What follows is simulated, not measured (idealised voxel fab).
process module | voxel plated lines
cross-section cut | 240 nm wide | cells 5 nm
A cross-section is a grid of square cells, given in bands from the top down. A band is one or more rows of cells.
Each band's line starts with the height of the band's top and of its bottom, in nm. Then come its materials from left to right, each with its width in nm. One material with "throughout" fills the band from edge to edge. "air" is empty space.
Height 0 is the level under which the wafer as received is all one material. The lowest band goes on downwards, as in "0 down".
A width such as "30 to 40" changes by the same amount from each row of cells to the next, from the band's top row to its bottom row.
"no change" after a step means that no cell of the cross-section changed.
closed voids: empty space of 8 cells or more with no open way to the top, each as width x height at its distance from the left edge, in nm
after a step's settings: what the simulator itself notes on the step
overlay nm, on a step with a mask: how far to the right of its planned place the mask lay; to the left if negative
plan
1 op RECEIVE | material Si
2 op CONFORMAL_DEP | material SiN | thk nm 15
3 op DIRECTIONAL_DEP | material TiN | thk nm 5
4 op PATTERN | tone open | mask id LINES | material resist | width nm 20 | pitch nm 50 | thk nm 35 | overlay nm 0
5 op EPI | material Ru | thk nm 5
6 op EPI | material Ru | thk nm 5
7 op EPI | material Ru | thk nm 10
8 op STRIP | etch materials resist
9 op DIRECTIONAL_ETCH | etch materials TiN | depth nm 5
10 op CONFORMAL_DEP | material SiN | thk nm 10
as received, after step 1
  0 down: Si throughout
  closed voids: none
a wafer at the end: this start, this plan, one mistake
  45 to 40: air 55 | SiN 30 | air 20 | SiN 30 | air 20 | SiN 30 | air 55
  40 to 20: air 55 | SiN 5 | Ru 20 | SiN 5 | air 20 | SiN 5 | Ru 20 | SiN 5 | air 20 | SiN 5 | Ru 20 | SiN 5 | air 55
  20 to 15: SiN 60 | TiN 20 | SiN 30 | TiN 20 | SiN 30 | TiN 20 | SiN 60
  15 to 0: SiN throughout
  0 down: Si throughout
  closed voids: none
what went wrong: step 10 ran as: op CONFORMAL_DEP | material SiN | thk nm 5
